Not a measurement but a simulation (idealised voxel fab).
Process module in this document: voxel ribs on slabs
In the cross-section labelled cut, the width is 245 nm and each square cell is 5 nm.
Cross-section = grid of square cells, listed top down in bands; band = one or more rows. Quick guide to a band line: top height, bottom height (nm) up front; then every material left to right with its width in nm. Only one material and it's marked "all across"? Then it fills the band edge to edge. And "empty" just means empty space. It should be noted that heights are counted from 0, beneath which the wafer as supplied is of one material throughout, and that the lowest band possesses no lower boundary but continues downward, as written in "0 down". Think of "30->40" as a width that walks from the first number to the second as you go down the band, top row to bottom row, taking equal-sized steps from row to row. When a step is marked "no change occurred", none of the cells in the cross-section changed during that step. What "closed voids" gives you is every empty space of 8 cells or more that is cut off from the top. Each appears as width x height at distance, with the distance taken from the left edge and width, height and distance all in nm. Formally, on a step line, whatever follows the settings is a remark that the simulator itself makes on the step. overlay nm: step with mask; distance mask lay right of planned place; negative value = left of planned place.

These are the steps we planned for the process
1: RECEIVE [material Si]
2: DIRECTIONAL_DEP [material SiO2] [thk nm 20]
3: DIRECTIONAL_DEP [material SiN] [thk nm 20]
4: MASKED_ETCH [tone cover] [mask id RIB] [width nm 15] [etch materials SiN] [depth nm 10] [overlay nm 0]
5: MASKED_ETCH [tone cover] [mask id SLAB] [width nm 35] [etch materials SiN] [depth nm 10] [overlay nm 0]
6: FILL_DEP [material SiO2] [thk nm 25]
7: CMP [height nm 55]
8: DIRECTIONAL_DEP [material W] [thk nm 10]
9: DIRECTIONAL_DEP [material aC] [thk nm 15]
10: PATTERN [tone cover] [mask id HEATER] [material resist] [width nm 25] [thk nm 30] [overlay nm 0]
11: DIRECTIONAL_ETCH [etch materials aC] [depth nm 15]
12: STRIP [etch materials resist]
13: DIRECTIONAL_ETCH [etch materials W] [depth nm 10]
14: STRIP [etch materials aC]
15: CONFORMAL_DEP [material SiO2] [thk nm 5]
Among the wafers covered here, the point of difference is the width nm at step 5; their starting state is shared, and the plan presents the value of the first wafer.

As-received cross-section, first of several wafers, post step 1
0 down  Si all across
closed voids: none

Take any row and you have a wafer at the end of the module: how many cells of each material it has gained (+) or lost (-) since it was received, and then its closed voids
width nm 35; +20 SiN; +572 SiO2; +10 W; closed voids: none
width nm 40; +22 SiN; +570 SiO2; +10 W; closed voids: none
width nm 45; +24 SiN; +568 SiO2; +10 W; closed voids: none
width nm 50; +26 SiN; +566 SiO2; +10 W; closed voids: none
width nm 55; +28 SiN; +564 SiO2; +10 W; closed voids: none
width nm 60; +30 SiN; +562 SiO2; +10 W; closed voids: none
